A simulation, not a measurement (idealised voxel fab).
Process module in this document: voxel fin reveal
Shown is cross-section cut, with a width of 255 nm and square cells of size 5 nm.
Throughout this document, each cross-section is represented as a grid of square cells and is presented as a sequence of bands enumerated from the top downward, where a band comprises one or more rows of cells.
Basically the band line says how high the top is and how high the bottom is, in nm, and then what's in it from left to right, every material with its width in nm. Empty space shows up as "blank", and if a single material carries "everywhere" it runs the full band edge to edge.
Below 0: as-received wafer, all one material; heights counted from there. Lowest band: no bottom, goes on down, written "top 0, no bottom".
Width spec "30..40" -> top row of cells at first value, bottom row at second value, equal per-row change in between.
What does "no change" mean for a step? It means no cell of the cross-section changed in that step.
Any empty space of 8 cells or more lacking an open way to the top shows up in "Entrapped voids" as width x height at distance, distance from the left edge, in nm.
What comes after the settings on a step's line is commentary from the simulator itself on that step.
overlay nm: step with mask; distance mask lay right of planned place; negative value = left of planned place.
Process steps foreseen in the plan
1 RECEIVE with material Si
2 CONFORMAL_DEP with material SiN, thk nm 10
3 DIRECTIONAL_DEP with material aC, thk nm 15
4 PATTERN with tone cover, mask id FINS, material resist, width nm 15, pitch nm 35, thk nm 30, overlay nm 0
5 DIRECTIONAL_ETCH with etch materials aC, depth nm 15
6 STRIP with etch materials resist
7 DIRECTIONAL_ETCH with etch materials SiN, depth nm 10
8 DIRECTIONAL_ETCH with etch materials Si, depth nm 30
9 STRIP with etch materials aC
10 OXIDIZE with depth nm 5
11 FILL_DEP with material SiO2, thk nm 5
12 CMP with height nm 10
13 SELECTIVE_ETCH with etch materials SiO2, depth nm 30
14 STRIP with etch materials SiN
This is the cross-section of the wafer as we received it, i.e. after step 1
    top 0, no bottom = Si everywhere
    Entrapped voids: none
Cross-section at module end, one run error; start and plan unchanged from above
    top 10, bottom 0 = aC=100 / blank=15 / aC=20 / blank=15 / aC=105
    top 0, bottom -30 = aC=100 / SiO2=5 / Si=5 / SiO2=5 / aC=20 / SiO2=5 / Si=5 / SiO2=5 / aC=105
    top -30, bottom -35 = SiO2=105 / Si=5 / SiO2=30 / Si=5 / SiO2=110
    top -35, no bottom = Si everywhere
    Entrapped voids: none
Which mistake was made when the wafer was run? step 11 did not happen as planned, as run it was FILL_DEP with material aC, thk nm 5
